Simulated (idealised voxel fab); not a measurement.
Herein follows the process module entitled voxel self aligned contacts.
Displayed cross-section: cut, width of 205 nm, square cells sized 5 nm.
Cross-section format: a grid of square cells, given as bands from top to bottom; each band is one or more rows of cells.
Look at the band entry: it leads with the top's height and the bottom's height in nm. Then it lists the materials left to right, with a width in nm for each. The word "full width" on a single material says that material fills the band edge to edge. The word "blank" is empty space.
Height 0 is the level under which the wafer as received is all one material. The lowest band goes on downwards, as in "0 nm and below".
You'd read "30 to 40" like this: the band's top row of cells is as wide as the first number, its bottom row is as wide as the second, and going down, every row changes width by the same amount as the row before did.
"no change" for a step: no cell of the cross-section changed in that step.
In the "Voids lacking openings" entry, you get each enclosed empty space of 8 cells or more, one with no open way to the top, written width x height at distance, distance from the left edge, in nm.
Where a step's line continues beyond its settings, the continuation is a remark by the simulator itself on that step.
The line of a step may include "overlay nm". On a step with a mask, this value is how far to the right of its planned place the mask lay. A negative value means the mask lay to the left.

[Steps planned for the process]
| 1 | RECEIVE, material Si |
| 2 | OXIDIZE, depth nm 5 |
| 3 | DIRECTIONAL_DEP, material polySi, thk nm 30 |
| 4 | DIRECTIONAL_DEP, material SiN, thk nm 20 |
| 5 | PATTERN, tone cover, mask id GATE, material resist, width nm 25, pitch nm 65, thk nm 20, overlay nm 0 |
| 6 | DIRECTIONAL_ETCH, etch materials SiN, depth nm 20 |
| 7 | DIRECTIONAL_ETCH, etch materials polySi, depth nm 30 |
| 8 | STRIP, etch materials resist |
| 9 | CONFORMAL_DEP, material SiN, thk nm 5 |
| 10 | DIRECTIONAL_ETCH, etch materials SiN, depth nm 5 |
| 11 | FILL_DEP, material SiO2, thk nm 15 |
| 12 | CMP, height nm 55 |
| 13 | MASKED_ETCH, tone open, mask id CONTACT, width nm 50, pitch nm 65, etch materials SiO2, depth nm 60, overlay nm 0 |
| 14 | CONFORMAL_DEP, material TiN, thk nm 5 |
| 15 | FILL_DEP, material W, thk nm 5 |
| 16 | CMP, height nm 55 |
| 17 | CONFORMAL_DEP, material SiCN, thk nm 5 |
It is noted that the wafers described herein are identical at the outset and are distinguished by the width nm of step 5; the value stated in the plan corresponds to the first wafer.

[As-received state after step 1, first of several wafers, cross-section]
	0 nm and below = Si full width
	Voids lacking openings: none

[For your reference, the table is organized with a row per wafer; each row reflects the wafer at the end of the module, indicating for each material the cells gained (+) or lost (-) since receipt, and thereafter its closed voids]
width nm 25; -41 Si; +41 SiCN; +120 SiN; +130 SiO2; +64 TiN; +88 W; +90 polySi; Voids lacking openings: none
width nm 30; -41 Si; +41 SiCN; +132 SiN; +122 SiO2; +64 TiN; +66 W; +108 polySi; Voids lacking openings: none
width nm 35; -41 Si; +41 SiCN; +144 SiN; +114 SiO2; +64 TiN; +44 W; +126 polySi; Voids lacking openings: none
width nm 40; -41 Si; +41 SiCN; +156 SiN; +106 SiO2; +64 TiN; +22 W; +144 polySi; Voids lacking openings: none
width nm 45; -41 Si; +41 SiCN; +168 SiN; +98 SiO2; +64 TiN; +162 polySi; Voids lacking openings: none
